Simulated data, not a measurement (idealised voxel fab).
Module name: voxel transistor to metal (process module)
Square cells of 5 nm make up the cross-section cut, whose width is 145 nm.
Just so we're on the same page, the cross-sections are grids of square cells, and they're listed out in bands top to bottom, each band one or more rows deep.
It is stipulated that each band's entry specify, in nanometres, the height of the top of the band and then that of its bottom, followed by the materials of the band in left-to-right sequence, each together with its width in nanometres. A single material marked by the word "throughout" is understood to fill the band from edge to edge; the word "blank" is understood to denote empty space.
For the purposes of this specification, 0 denotes the height below which the wafer in its as-received condition is composed wholly of one material, and the lowermost band, lacking a lower limit, extends downward without end, as expressed in "0 and below".
Graded width ("30 to 40"): value in top row of band = first number; value in bottom row = second number; row-to-row change constant.
When a step is marked "all unchanged", none of the cells in the cross-section changed during that step.
Reported under the label "Sealed cavities" are the empty spaces having no open way to the top and comprising 8 cells or more; the notation for each is width x height at distance, in which the distance is measured from the left edge and all three values are in nm.
after a step's settings: what the simulator itself notes on the step
A step's line can hold "overlay nm"; with a mask on that step, the setting says how far right of the planned place the mask lay, while a negative setting says it lay to the left.
Below you will find pairs of cross-sections. In each, one shows the wafer before one process step and the other after it, with the after view ending at the lowest band that changed. Under each pair is the step separating them, along with its settings. Do not assume the pairs form a chain: they can come from different runs of this module on the same starting wafer, and a pair continues from the pair above it only when its "Pre-step" entry says so.

# Pre-step
- 30 down to 25 = blank (55)  SiN (5)  blank (5)  SiCN (15)  blank (5)  SiN (5)  blank (55)
- 25 down to 20 = blank (55)  SiN (5)  SiO2 (5)  SiCN (15)  SiO2 (5)  SiN (5)  blank (55)
- 20 down to 5 = blank (55)  SiN (5)  SiO2 (5)  polySi (15)  SiO2 (5)  SiN (5)  blank (55)
- 5 down to 0 = blank (20)  SiN (5)  blank (30)  SiN (5)  SiO2 (5)  polySi (15)  SiO2 (5)  SiN (5)  blank (35)  SiN (5)  blank (15)
- 0 down to -5 = SiO2 (25)  blank (30)  SiO2 (35)  blank (35)  SiO2 (20)
- -5 down to -15 = SiO2 (20)  Si (5)  blank (30)  Si (35)  blank (35)  Si (5)  SiO2 (15)
- -15 down to -30 = SiO2 (20)  Si (110)  SiO2 (15)
- -30 and below = Si throughout
- Sealed cavities: none

# Post-Step Appearance
- 30 down to 25 = blank (55)  SiN (5)  blank (5)  SiCN (15)  blank (5)  SiN (5)  blank (55)
- 25 down to 20 = blank (55)  SiN (5)  SiO2 (5)  SiCN (15)  SiO2 (5)  SiN (5)  blank (55)
- 20 down to 10 = blank (55)  SiN (5)  SiO2 (5)  polySi (15)  SiO2 (5)  SiN (5)  blank (55)
- 10 down to 5 = blank (20)  SiGe (35)  SiN (5)  SiO2 (5)  polySi (15)  SiO2 (5)  SiN (5)  SiGe (15)  blank (5)  SiGe (20)  blank (15)
- 5 down to 0 = blank (20)  SiN (5)  SiGe (30)  SiN (5)  SiO2 (5)  polySi (15)  SiO2 (5)  SiN (5)  SiGe (15)  blank (5)  SiGe (15)  SiN (5)  blank (15)
- 0 down to -5 = SiO2 (25)  SiGe (30)  SiO2 (35)  SiGe (35)  SiO2 (20)
- -5 down to -15 = SiO2 (20)  Si (5)  SiGe (30)  Si (35)  SiGe (35)  Si (5)  SiO2 (15)
- No changes below -15.
- Sealed cavities: none
Quick note on the step between the two cross-sections above: EPI, material SiGe, thk nm 15

Pre-step: starting point is the after cross-section of the pair just above.

# Post-Step Appearance
- 40 down to 30 = SiO2 throughout
- 30 down to 20 = SiO2 (55)  SiN (5)  SiO2 (5)  SiCN (15)  SiO2 (5)  SiN (5)  SiO2 (55)
- 20 down to 10 = SiO2 (55)  SiN (5)  SiO2 (5)  polySi (15)  SiO2 (5)  SiN (5)  SiO2 (55)
- 10 down to 5 = SiO2 (20)  SiGe (35)  SiN (5)  SiO2 (5)  polySi (15)  SiO2 (5)  SiN (5)  SiGe (15)  SiO2 (5)  SiGe (20)  SiO2 (15)
- 5 down to 0 = SiO2 (20)  SiN (5)  SiGe (30)  SiN (5)  SiO2 (5)  polySi (15)  SiO2 (5)  SiN (5)  SiGe (15)  SiO2 (5)  SiGe (15)  SiN (5)  SiO2 (15)
- No changes below 0.
- Sealed cavities: none
Quick note on the step between the two cross-sections above: FILL_DEP, material SiO2, thk nm 10

Pre-step: starting point is the after cross-section of the pair just above.

# Post-Step Appearance
- 30 down to 20 = SiO2 (55)  SiN (5)  SiO2 (5)  SiCN (15)  SiO2 (5)  SiN (5)  SiO2 (55)
- No changes below 20.
- Sealed cavities: none
Quick note on the step between the two cross-sections above: CMP, height nm 30

Pre-step: starting point is the after cross-section of the pair just above.

# Post-Step Appearance
- 45 down to 30 = SiO2 throughout
- No changes below 30.
- Sealed cavities: none
Quick note on the step between the two cross-sections above: DIRECTIONAL_DEP, material SiO2, thk nm 15

Pre-step: starting point is the after cross-section of the pair just above.

# Post-Step Appearance
- 45 down to 30 = SiO2 (30)  blank (30)  SiO2 (25)  blank (30)  SiO2 (30)
- 30 down to 20 = SiO2 (30)  blank (25)  SiN (5)  SiO2 (5)  SiCN (15)  SiO2 (5)  SiN (5)  blank (25)  SiO2 (30)
- 20 down to 10 = SiO2 (30)  blank (25)  SiN (5)  SiO2 (5)  polySi (15)  SiO2 (5)  SiN (5)  blank (25)  SiO2 (30)
- No changes below 10.
- Sealed cavities: none
Quick note on the step between the two cross-sections above: MASKED_ETCH, tone open, mask id CONTACT, width nm 30, pitch nm 55, etch materials SiO2, depth nm 35, overlay nm 0

Pre-step: starting point is the after cross-section of the pair just above.

# Post-Step Appearance
- 50 down to 45 = TiN (35)  blank (20)  TiN (35)  blank (20)  TiN (35)
- 45 down to 35 = SiO2 (30)  TiN (5)  blank (20)  TiN (5)  SiO2 (25)  TiN (5)  blank (20)  TiN (5)  SiO2 (30)
- 35 down to 30 = SiO2 (30)  TiN (5)  blank (15)  TiN (10)  SiO2 (25)  TiN (10)  blank (15)  TiN (5)  SiO2 (30)
- 30 down to 20 = SiO2 (30)  TiN (5)  blank (15)  TiN (5)  SiN (5)  SiO2 (5)  SiCN (15)  SiO2 (5)  SiN (5)  TiN (5)  blank (15)  TiN (5)  SiO2 (30)
- 20 down to 15 = SiO2 (30)  TiN (5)  blank (15)  TiN (5)  SiN (5)  SiO2 (5)  polySi (15)  SiO2 (5)  SiN (5)  TiN (5)  blank (15)  TiN (5)  SiO2 (30)
- 15 down to 10 = SiO2 (30)  TiN (25)  SiN (5)  SiO2 (5)  polySi (15)  SiO2 (5)  SiN (5)  TiN (25)  SiO2 (30)
- No changes below 10.
- Sealed cavities: none
Quick note on the step between the two cross-sections above: CONFORMAL_DEP, material TiN, thk nm 5

Pre-step: starting point is the after cross-section of the pair just above.

# Post-Step Appearance
- 55 down to 50 = W throughout
- 50 down to 45 = TiN (35)  W (20)  TiN (35)  W (20)  TiN (35)
- 45 down to 35 = SiO2 (30)  TiN (5)  W (20)  TiN (5)  SiO2 (25)  TiN (5)  W (20)  TiN (5)  SiO2 (30)
- 35 down to 30 = SiO2 (30)  TiN (5)  W (15)  TiN (10)  SiO2 (25)  TiN (10)  W (15)  TiN (5)  SiO2 (30)
- 30 down to 20 = SiO2 (30)  TiN (5)  W (15)  TiN (5)  SiN (5)  SiO2 (5)  SiCN (15)  SiO2 (5)  SiN (5)  TiN (5)  W (15)  TiN (5)  SiO2 (30)
- 20 down to 15 = SiO2 (30)  TiN (5)  W (15)  TiN (5)  SiN (5)  SiO2 (5)  polySi (15)  SiO2 (5)  SiN (5)  TiN (5)  W (15)  TiN (5)  SiO2 (30)
- No changes below 15.
- Sealed cavities: none
Quick note on the step between the two cross-sections above: FILL_DEP, material W, thk nm 5

Pre-step: starting point is the after cross-section of the pair just above.

# Post-Step Appearance
- 45 down to 35 = SiO2 (30)  TiN (5)  W (20)  TiN (5)  SiO2 (25)  TiN (5)  W (20)  TiN (5)  SiO2 (30)
- No changes below 35.
- Sealed cavities: none
Quick note on the step between the two cross-sections above: CMP, height nm 45

Pre-step: starting point is the after cross-section of the pair just above.

# Post-Step Appearance
- 50 down to 45 = SiN throughout
- No changes below 45.
- Sealed cavities: none
Quick note on the step between the two cross-sections above: CONFORMAL_DEP, material SiN, thk nm 5

Pre-step: starting point is the after cross-section of the pair just above.

# Post-Step Appearance
- 70 down to 50 = SiO2 throughout
- No changes below 50.
- Sealed cavities: none
Quick note on the step between the two cross-sections above: DIRECTIONAL_DEP, material SiO2, thk nm 20

Pre-step: starting point is the after cross-section of the pair just above.

# Post-Step Appearance
- 80 down to 70 = aC throughout
- No changes below 70.
- Sealed cavities: none
Quick note on the step between the two cross-sections above: DIRECTIONAL_DEP, material aC, thk nm 10

Pre-step: starting point is the after cross-section of the pair just above.

# Post-Step Appearance
- 110 down to 80 = resist (30)  blank (15)  resist (55)  blank (15)  resist (30)
- No changes below 80.
- Sealed cavities: none
Quick note on the step between the two cross-sections above: PATTERN, tone open, mask id METAL_1, material resist, width nm 15, pitch nm 70, thk nm 30, overlay nm 0

Pre-step: starting point is the after cross-section of the pair just above.

# Post-Step Appearance
- 100 down to 80 = resist (30)  blank (15)  resist (55)  blank (15)  resist (30)
- 80 down to 70 = aC (30)  blank (15)  aC (55)  blank (15)  aC (30)
- No changes below 70.
- Sealed cavities: none
Quick note on the step between the two cross-sections above: DIRECTIONAL_ETCH, etch materials aC, depth nm 10

Pre-step: starting point is the after cross-section of the pair just above.

# Post-Step Appearance
- 80 down to 70 = aC (30)  blank (15)  aC (55)  blank (15)  aC (30)
- No changes below 70.
- Sealed cavities: none
Quick note on the step between the two cross-sections above: STRIP, etch materials resist

Pre-step: starting point is the after cross-section of the pair just above.

# Post-Step Appearance
- 80 down to 70 = aC (30)  blank (15)  aC (55)  blank (15)  aC (30)
- 70 down to 50 = SiO2 (30)  blank (15)  SiO2 (55)  blank (15)  SiO2 (30)
- No changes below 50.
- Sealed cavities: none
Quick note on the step between the two cross-sections above: DIRECTIONAL_ETCH, etch materials SiO2, depth nm 20

Pre-step: starting point is the after cross-section of the pair just above.

# Post-Step Appearance
- 80 down to 70 = aC (30)  blank (15)  aC (55)  blank (15)  aC (30)
- 70 down to 50 = SiO2 (30)  blank (15)  SiO2 (55)  blank (15)  SiO2 (30)
- 50 down to 45 = SiN (30)  blank (15)  SiN (55)  blank (15)  SiN (30)
- No changes below 45.
- Sealed cavities: none
Quick note on the step between the two cross-sections above: DIRECTIONAL_ETCH, etch materials SiN, depth nm 5

Pre-step: starting point is the after cross-section of the pair just above.

# Post-Step Appearance
- 70 down to 50 = SiO2 (30)  blank (15)  SiO2 (55)  blank (15)  SiO2 (30)
- No changes below 50.
- Sealed cavities: none
Quick note on the step between the two cross-sections above: STRIP, etch materials aC

Pre-step: starting point is the after cross-section of the pair just above.

# Post-Step Appearance
- 75 down to 70 = TiN (35)  blank (5)  TiN (65)  blank (5)  TiN (35)
- 70 down to 50 = SiO2 (30)  TiN (5)  blank (5)  TiN (5)  SiO2 (55)  TiN (5)  blank (5)  TiN (5)  SiO2 (30)
- 50 down to 45 = SiN (30)  TiN (15)  SiN (55)  TiN (15)  SiN (30)
- No changes below 45.
- Sealed cavities: none
Quick note on the step between the two cross-sections above: CONFORMAL_DEP, material TiN, thk nm 5

Pre-step: starting point is the after cross-section of the pair just above.

# Post-Step Appearance
- 85 down to 75 = W throughout
- 75 down to 70 = TiN (35)  W (5)  TiN (65)  W (5)  TiN (35)
- 70 down to 50 = SiO2 (30)  TiN (5)  W (5)  TiN (5)  SiO2 (55)  TiN (5)  W (5)  TiN (5)  SiO2 (30)
- No changes below 50.
- Sealed cavities: none
Quick note on the step between the two cross-sections above: FILL_DEP, material W, thk nm 10

Pre-step: starting point is the after cross-section of the pair just above.

# Post-Step Appearance
- 70 down to 50 = SiO2 (30)  TiN (5)  W (5)  TiN (5)  SiO2 (55)  TiN (5)  W (5)  TiN (5)  SiO2 (30)
- No changes below 50.
- Sealed cavities: none
Quick note on the step between the two cross-sections above: CMP, height nm 70

Pre-step: starting point is the after cross-section of the pair just above.

# Post-Step Appearance
- 75 down to 70 = SiCN throughout
- No changes below 70.
- Sealed cavities: none
Quick note on the step between the two cross-sections above: CONFORMAL_DEP, material SiCN, thk nm 5

Pre-step: starting point is the after cross-section of the pair just above.

# Post-Step Appearance
- 110 down to 75 = lowk throughout
- No changes below 75.
- Sealed cavities: none
Quick note on the step between the two cross-sections above: DIRECTIONAL_DEP, material lowk, thk nm 35

Pre-step: starting point is the after cross-section of the pair just above.

# Post-Step Appearance
- 110 down to 90 = lowk (30)  blank (15)  lowk (55)  blank (15)  lowk (30)
- No changes below 90.
- Sealed cavities: none
Quick note on the step between the two cross-sections above: MASKED_ETCH, tone open, mask id METAL_2, width nm 15, pitch nm 70, etch materials lowk, depth nm 20, overlay nm 0

Pre-step: starting point is the after cross-section of the pair just above.

# Post-Step Appearance
- 125 down to 110 = aC (30)  blank (15)  aC (55)  blank (15)  aC (30)
- 110 down to 105 = lowk (30)  blank (15)  lowk (55)  blank (15)  lowk (30)
- 105 down to 90 = lowk (30)  aC (15)  lowk (55)  aC (15)  lowk (30)
- No changes below 90.
- Sealed cavities: none
Quick note on the step between the two cross-sections above: DIRECTIONAL_DEP, material aC, thk nm 15

Pre-step: starting point is the after cross-section of the pair just above.

# Post-Step Appearance
- 155 down to 125 = resist (30)  blank (15)  resist (55)  blank (15)  resist (30)
- No changes below 125.
- Sealed cavities: none
Quick note on the step between the two cross-sections above: PATTERN, tone open, mask id METAL_2_HOLES, material resist, width nm 15, pitch nm 70, thk nm 30, overlay nm 0

Pre-step: starting point is the after cross-section of the pair just above.

# Post-Step Appearance
- 140 down to 125 = resist (30)  blank (15)  resist (55)  blank (15)  resist (30)
- 125 down to 110 = aC (30)  blank (15)  aC (55)  blank (15)  aC (30)
- 110 down to 90 = lowk (30)  blank (15)  lowk (55)  blank (15)  lowk (30)
- No changes below 90.
- Sealed cavities: none
Quick note on the step between the two cross-sections above: DIRECTIONAL_ETCH, etch materials aC, depth nm 15

Pre-step: starting point is the after cross-section of the pair just above.

# Post-Step Appearance
- 125 down to 110 = aC (30)  blank (15)  aC (55)  blank (15)  aC (30)
- No changes below 110.
- Sealed cavities: none
Quick note on the step between the two cross-sections above: STRIP, etch materials resist

Pre-step: starting point is the after cross-section of the pair just above.

# Post-Step Appearance
- 125 down to 110 = aC (30)  blank (15)  aC (55)  blank (15)  aC (30)
- 110 down to 75 = lowk (30)  blank (15)  lowk (55)  blank (15)  lowk (30)
- No changes below 75.
- Sealed cavities: none
Quick note on the step between the two cross-sections above: DIRECTIONAL_ETCH, etch materials lowk, depth nm 15

Pre-step: starting point is the after cross-section of the pair just above.

# Post-Step Appearance
- 125 down to 110 = aC (30)  blank (15)  aC (55)  blank (15)  aC (30)
- 110 down to 75 = lowk (30)  blank (15)  lowk (55)  blank (15)  lowk (30)
- 75 down to 70 = SiCN (30)  blank (15)  SiCN (55)  blank (15)  SiCN (30)
- No changes below 70.
- Sealed cavities: none
Quick note on the step between the two cross-sections above: DIRECTIONAL_ETCH, etch materials SiCN, depth nm 5

Pre-step: starting point is the after cross-section of the pair just above.

# Post-Step Appearance
- 110 down to 75 = lowk (30)  blank (15)  lowk (55)  blank (15)  lowk (30)
- No changes below 75.
- Sealed cavities: none
Quick note on the step between the two cross-sections above: STRIP, etch materials aC

Pre-step: starting point is the after cross-section of the pair just above.

# Post-Step Appearance
- 115 down to 110 = TiN (35)  blank (5)  TiN (65)  blank (5)  TiN (35)
- 110 down to 75 = lowk (30)  TiN (5)  blank (5)  TiN (5)  lowk (55)  TiN (5)  blank (5)  TiN (5)  lowk (30)
- 75 down to 70 = SiCN (30)  TiN (15)  SiCN (55)  TiN (15)  SiCN (30)
- No changes below 70.
- Sealed cavities: none
Quick note on the step between the two cross-sections above: CONFORMAL_DEP, material TiN, thk nm 5

Pre-step: starting point is the after cross-section of the pair just above.

# Post-Step Appearance
- 125 down to 115 = Ru throughout
- 115 down to 110 = TiN (35)  Ru (5)  TiN (65)  Ru (5)  TiN (35)
- 110 down to 75 = lowk (30)  TiN (5)  Ru (5)  TiN (5)  lowk (55)  TiN (5)  Ru (5)  TiN (5)  lowk (30)
- No changes below 75.
- Sealed cavities: none
Quick note on the step between the two cross-sections above: FILL_DEP, material Ru, thk nm 10

Pre-step: starting point is the after cross-section of the pair just above.

# Post-Step Appearance
- 110 down to 75 = lowk (30)  TiN (5)  Ru (5)  TiN (5)  lowk (55)  TiN (5)  Ru (5)  TiN (5)  lowk (30)
- No changes below 75.
- Sealed cavities: none
Quick note on the step between the two cross-sections above: CMP, height nm 110

Pre-step: starting point is the after cross-section of the pair just above.

# Post-Step Appearance
- 115 down to 110 = SiN throughout
- No changes below 110.
- Sealed cavities: none
Quick note on the step between the two cross-sections above: CONFORMAL_DEP, material SiN, thk nm 5

# Pre-step
- 110 down to 75 = lowk throughout
- 75 down to 70 = SiCN throughout
- 70 down to 50 = SiO2 (30)  TiN (5)  W (5)  TiN (5)  SiO2 (55)  TiN (5)  W (5)  TiN (5)  SiO2 (30)
- 50 down to 45 = SiN (30)  TiN (15)  SiN (55)  TiN (15)  SiN (30)
- 45 down to 35 = SiO2 (30)  TiN (5)  W (20)  TiN (5)  SiO2 (25)  TiN (5)  W (20)  TiN (5)  SiO2 (30)
- 35 down to 30 = SiO2 (30)  TiN (5)  W (15)  TiN (10)  SiO2 (25)  TiN (10)  W (15)  TiN (5)  SiO2 (30)
- 30 down to 20 = SiO2 (30)  TiN (5)  W (15)  TiN (5)  SiN (5)  SiO2 (5)  SiCN (15)  SiO2 (5)  SiN (5)  TiN (5)  W (15)  TiN (5)  SiO2 (30)
- 20 down to 15 = SiO2 (30)  TiN (5)  W (15)  TiN (5)  SiN (5)  SiO2 (5)  polySi (15)  SiO2 (5)  SiN (5)  TiN (5)  W (15)  TiN (5)  SiO2 (30)
- 15 down to 10 = SiO2 (30)  TiN (25)  SiN (5)  SiO2 (5)  polySi (15)  SiO2 (5)  SiN (5)  TiN (25)  SiO2 (30)
- 10 down to 5 = SiO2 (20)  SiGe (35)  SiN (5)  SiO2 (5)  polySi (15)  SiO2 (5)  SiN (5)  SiGe (35)  SiO2 (20)
- 5 down to 0 = SiO2 (20)  SiN (5)  SiGe (30)  SiN (5)  SiO2 (5)  polySi (15)  SiO2 (5)  SiN (5)  SiGe (30)  SiN (5)  SiO2 (20)
- 0 down to -5 = SiO2 (25)  SiGe (30)  SiO2 (35)  SiGe (30)  SiO2 (25)
- -5 down to -15 = SiO2 (20)  Si (5)  SiGe (30)  Si (35)  SiGe (30)  Si (5)  SiO2 (20)
- -15 down to -30 = SiO2 (20)  Si (105)  SiO2 (20)
- -30 and below = Si throughout
- Sealed cavities: none

# Post-Step Appearance
- 110 down to 90 = lowk (40)  blank (15)  lowk (55)  blank (15)  lowk (20)
- No changes below 90.
- Sealed cavities: none
Quick note on the step between the two cross-sections above: MASKED_ETCH, tone open, mask id METAL_2, width nm 15, pitch nm 70, etch materials lowk, depth nm 20, overlay nm 10

Pre-step: starting point is the after cross-section of the pair just above.

# Post-Step Appearance
- 125 down to 110 = aC (40)  blank (15)  aC (55)  blank (15)  aC (20)
- 110 down to 105 = lowk (40)  blank (15)  lowk (55)  blank (15)  lowk (20)
- 105 down to 90 = lowk (40)  aC (15)  lowk (55)  aC (15)  lowk (20)
- No changes below 90.
- Sealed cavities: none
Quick note on the step between the two cross-sections above: DIRECTIONAL_DEP, material aC, thk nm 15

Pre-step: starting point is the after cross-section of the pair just above.

# Post-Step Appearance
- 155 down to 125 = resist (30)  blank (15)  resist (55)  blank (15)  resist (30)
- 125 down to 110 = aC (40)  blank (5)  resist (10)  aC (55)  blank (5)  resist (10)  aC (20)
- 110 down to 105 = lowk (40)  blank (5)  resist (10)  lowk (55)  blank (5)  resist (10)  lowk (20)
- No changes below 105.
- Sealed cavities: none
Quick note on the step between the two cross-sections above: PATTERN, tone open, mask id METAL_2_HOLES, material resist, width nm 15, pitch nm 70, thk nm 30, overlay nm 0

Pre-step: starting point is the after cross-section of the pair just above.

# Post-Step Appearance
- 140 down to 125 = resist (30)  blank (15)  resist (55)  blank (15)  resist (30)
- 125 down to 110 = aC (30)  blank (15)  resist (10)  aC (45)  blank (15)  resist (10)  aC (20)
- 110 down to 105 = lowk (40)  blank (5)  resist (10)  lowk (55)  blank (5)  resist (10)  lowk (20)
- 105 down to 90 = lowk (40)  blank (5)  aC (10)  lowk (55)  blank (5)  aC (10)  lowk (20)
- No changes below 90.
- Sealed cavities: none
Quick note on the step between the two cross-sections above: DIRECTIONAL_ETCH, etch materials aC, depth nm 15

Pre-step: starting point is the after cross-section of the pair just above.

# Post-Step Appearance
- 125 down to 110 = aC (30)  blank (25)  aC (45)  blank (25)  aC (20)
- 110 down to 105 = lowk (40)  blank (15)  lowk (55)  blank (15)  lowk (20)
- No changes below 105.
- Sealed cavities: none
Quick note on the step between the two cross-sections above: STRIP, etch materials resist

Pre-step: starting point is the after cross-section of the pair just above.

# Post-Step Appearance
- 125 down to 110 = aC (30)  blank (25)  aC (45)  blank (25)  aC (20)
- 110 down to 105 = lowk (30)  blank (25)  lowk (45)  blank (25)  lowk (20)
- 105 down to 95 = lowk (30)  blank (15)  aC (10)  lowk (45)  blank (15)  aC (10)  lowk (20)
- 95 down to 90 = lowk (40)  blank (5)  aC (10)  lowk (55)  blank (5)  aC (10)  lowk (20)
- 90 down to 75 = lowk (40)  blank (5)  lowk (65)  blank (5)  lowk (30)
- No changes below 75.
- Sealed cavities: none
Quick note on the step between the two cross-sections above: DIRECTIONAL_ETCH, etch materials lowk, depth nm 15

Pre-step: starting point is the after cross-section of the pair just above.

# Post-Step Appearance
- 125 down to 110 = aC (30)  blank (25)  aC (45)  blank (25)  aC (20)
- 110 down to 105 = lowk (30)  blank (25)  lowk (45)  blank (25)  lowk (20)
- 105 down to 95 = lowk (30)  blank (15)  aC (10)  lowk (45)  blank (15)  aC (10)  lowk (20)
- 95 down to 90 = lowk (40)  blank (5)  aC (10)  lowk (55)  blank (5)  aC (10)  lowk (20)
- 90 down to 75 = lowk (40)  blank (5)  lowk (65)  blank (5)  lowk (30)
- 75 down to 70 = SiCN (40)  blank (5)  SiCN (65)  blank (5)  SiCN (30)
- No changes below 70.
- Sealed cavities: none
Quick note on the step between the two cross-sections above: DIRECTIONAL_ETCH, etch materials SiCN, depth nm 5

Pre-step: starting point is the after cross-section of the pair just above.

# Post-Step Appearance
- 110 down to 95 = lowk (30)  blank (25)  lowk (45)  blank (25)  lowk (20)
- 95 down to 90 = lowk (40)  blank (15)  lowk (55)  blank (15)  lowk (20)
- No changes below 90.
- Sealed cavities: none
Quick note on the step between the two cross-sections above: STRIP, etch materials aC

Pre-step: starting point is the after cross-section of the pair just above.

# Post-Step Appearance
- 115 down to 110 = TiN (35)  blank (15)  TiN (55)  blank (15)  TiN (25)
- 110 down to 100 = lowk (30)  TiN (5)  blank (15)  TiN (5)  lowk (45)  TiN (5)  blank (15)  TiN (5)  lowk (20)
- 100 down to 95 = lowk (30)  TiN (15)  blank (5)  TiN (5)  lowk (45)  TiN (15)  blank (5)  TiN (5)  lowk (20)
- 95 down to 90 = lowk (40)  TiN (15)  lowk (55)  TiN (15)  lowk (20)
- 90 down to 75 = lowk (40)  TiN (5)  lowk (65)  TiN (5)  lowk (30)
- 75 down to 70 = SiCN (40)  TiN (5)  SiCN (65)  TiN (5)  SiCN (30)
- No changes below 70.
- Sealed cavities: none
Quick note on the step between the two cross-sections above: CONFORMAL_DEP, material TiN, thk nm 5

Pre-step: starting point is the after cross-section of the pair just above.

# Post-Step Appearance
- 125 down to 115 = Ru throughout
- 115 down to 110 = TiN (35)  Ru (15)  TiN (55)  Ru (15)  TiN (25)
- 110 down to 100 = lowk (30)  TiN (5)  Ru (15)  TiN (5)  lowk (45)  TiN (5)  Ru (15)  TiN (5)  lowk (20)
- 100 down to 95 = lowk (30)  TiN (15)  Ru (5)  TiN (5)  lowk (45)  TiN (15)  Ru (5)  TiN (5)  lowk (20)
- No changes below 95.
- Sealed cavities: none
Quick note on the step between the two cross-sections above: FILL_DEP, material Ru, thk nm 10

Pre-step: starting point is the after cross-section of the pair just above.

# Post-Step Appearance
- 110 down to 100 = lowk (30)  TiN (5)  Ru (15)  TiN (5)  lowk (45)  TiN (5)  Ru (15)  TiN (5)  lowk (20)
- No changes below 100.
- Sealed cavities: none
Quick note on the step between the two cross-sections above: CMP, height nm 110

Pre-step: starting point is the after cross-section of the pair just above.

# Post-Step Appearance
- 115 down to 110 = SiN throughout
- No changes below 110.
- Sealed cavities: none
Quick note on the step between the two cross-sections above: CONFORMAL_DEP, material SiN, thk nm 5

# Pre-step
- 110 down to 90 = lowk (30)  blank (15)  lowk (55)  blank (15)  lowk (30)
- 90 down to 75 = lowk throughout
- 75 down to 70 = SiCN throughout
- 70 down to 50 = SiO2 (30)  TiN (5)  W (5)  TiN (5)  SiO2 (55)  TiN (5)  W (5)  TiN (5)  SiO2 (30)
- 50 down to 45 = SiN (30)  TiN (15)  SiN (55)  TiN (15)  SiN (30)
- 45 down to 35 = SiO2 (30)  TiN (5)  W (20)  TiN (5)  SiO2 (25)  TiN (5)  W (20)  TiN (5)  SiO2 (30)
- 35 down to 30 = SiO2 (30)  TiN (5)  W (15)  TiN (10)  SiO2 (25)  TiN (10)  W (15)  TiN (5)  SiO2 (30)
- 30 down to 20 = SiO2 (30)  TiN (5)  W (15)  TiN (5)  SiN (5)  SiO2 (5)  SiCN (15)  SiO2 (5)  SiN (5)  TiN (5)  W (15)  TiN (5)  SiO2 (30)
- 20 down to 15 = SiO2 (30)  TiN (5)  W (15)  TiN (5)  SiN (5)  SiO2 (5)  polySi (15)  SiO2 (5)  SiN (5)  TiN (5)  W (15)  TiN (5)  SiO2 (30)
- 15 down to 10 = SiO2 (30)  TiN (25)  SiN (5)  SiO2 (5)  polySi (15)  SiO2 (5)  SiN (5)  TiN (25)  SiO2 (30)
- 10 down to 5 = SiO2 (20)  SiGe (35)  SiN (5)  SiO2 (5)  polySi (15)  SiO2 (5)  SiN (5)  SiGe (35)  SiO2 (20)
- 5 down to 0 = SiO2 (20)  SiN (5)  SiGe (30)  SiN (5)  SiO2 (5)  polySi (15)  SiO2 (5)  SiN (5)  SiGe (30)  SiN (5)  SiO2 (20)
- 0 down to -5 = SiO2 (25)  SiGe (30)  SiO2 (35)  SiGe (30)  SiO2 (25)
- -5 down to -15 = SiO2 (20)  Si (5)  SiGe (30)  Si (35)  SiGe (30)  Si (5)  SiO2 (20)
- -15 down to -30 = SiO2 (20)  Si (105)  SiO2 (20)
- -30 and below = Si throughout
- Sealed cavities: none

# Post-Step Appearance
- 125 down to 110 = SiCN (30)  blank (15)  SiCN (55)  blank (15)  SiCN (30)
- 110 down to 105 = lowk (30)  blank (15)  lowk (55)  blank (15)  lowk (30)
- 105 down to 90 = lowk (30)  SiCN (15)  lowk (55)  SiCN (15)  lowk (30)
- No changes below 90.
- Sealed cavities: none
Quick note on the step between the two cross-sections above: DIRECTIONAL_DEP, material SiCN, thk nm 15

Pre-step: starting point is the after cross-section of the pair just above.

# Post-Step Appearance
- 155 down to 125 = resist (30)  blank (15)  resist (55)  blank (15)  resist (30)
- No changes below 125.
- Sealed cavities: none
Quick note on the step between the two cross-sections above: PATTERN, tone open, mask id METAL_2_HOLES, material resist, width nm 15, pitch nm 70, thk nm 30, overlay nm 0

Pre-step: starting point is the after cross-section of the pair just above.

# Post-Step Appearance
- 140 down to 125 = resist (30)  blank (15)  resist (55)  blank (15)  resist (30)
- No changes below 125.
- Sealed cavities: none
Quick note on the step between the two cross-sections above: DIRECTIONAL_ETCH, etch materials aC, depth nm 15

Pre-step: starting point is the after cross-section of the pair just above.

# Post-Step Appearance
- 125 down to 110 = SiCN (30)  blank (15)  SiCN (55)  blank (15)  SiCN (30)
- No changes below 110.
- Sealed cavities: none
Quick note on the step between the two cross-sections above: STRIP, etch materials resist

Pre-step: starting point is the after cross-section of the pair just above.

# Post-Step Appearance
- 120 down to 110 = SiCN (30)  blank (15)  SiCN (55)  blank (15)  SiCN (30)
- 110 down to 100 = lowk (30)  blank (15)  lowk (55)  blank (15)  lowk (30)
- No changes below 100.
- Sealed cavities: none
Quick note on the step between the two cross-sections above: DIRECTIONAL_ETCH, etch materials SiCN, depth nm 5

Pre-step: starting point is the after cross-section of the pair just above.

# Post-Step Appearance
- 125 down to 120 = TiN (35)  blank (5)  TiN (65)  blank (5)  TiN (35)
- 120 down to 110 = SiCN (30)  TiN (5)  blank (5)  TiN (5)  SiCN (55)  TiN (5)  blank (5)  TiN (5)  SiCN (30)
- 110 down to 105 = lowk (30)  TiN (5)  blank (5)  TiN (5)  lowk (55)  TiN (5)  blank (5)  TiN (5)  lowk (30)
- 105 down to 100 = lowk (30)  TiN (15)  lowk (55)  TiN (15)  lowk (30)
- No changes below 100.
- Sealed cavities: none
Quick note on the step between the two cross-sections above: CONFORMAL_DEP, material TiN, thk nm 5

Pre-step: starting point is the after cross-section of the pair just above.

# Post-Step Appearance
- 135 down to 125 = Ru throughout
- 125 down to 120 = TiN (35)  Ru (5)  TiN (65)  Ru (5)  TiN (35)
- 120 down to 110 = SiCN (30)  TiN (5)  Ru (5)  TiN (5)  SiCN (55)  TiN (5)  Ru (5)  TiN (5)  SiCN (30)
- 110 down to 105 = lowk (30)  TiN (5)  Ru (5)  TiN (5)  lowk (55)  TiN (5)  Ru (5)  TiN (5)  lowk (30)
- No changes below 105.
- Sealed cavities: none
Quick note on the step between the two cross-sections above: FILL_DEP, material Ru, thk nm 10

Pre-step: starting point is the after cross-section of the pair just above.

# Post-Step Appearance
- 110 down to 105 = lowk (30)  TiN (5)  Ru (5)  TiN (5)  lowk (55)  TiN (5)  Ru (5)  TiN (5)  lowk (30)
- No changes below 105.
- Sealed cavities: none
Quick note on the step between the two cross-sections above: CMP, height nm 110

Pre-step: starting point is the after cross-section of the pair just above.

# Post-Step Appearance
- 115 down to 110 = SiN throughout
- No changes below 110.
- Sealed cavities: none
Quick note on the step between the two cross-sections above: CONFORMAL_DEP, material SiN, thk nm 5
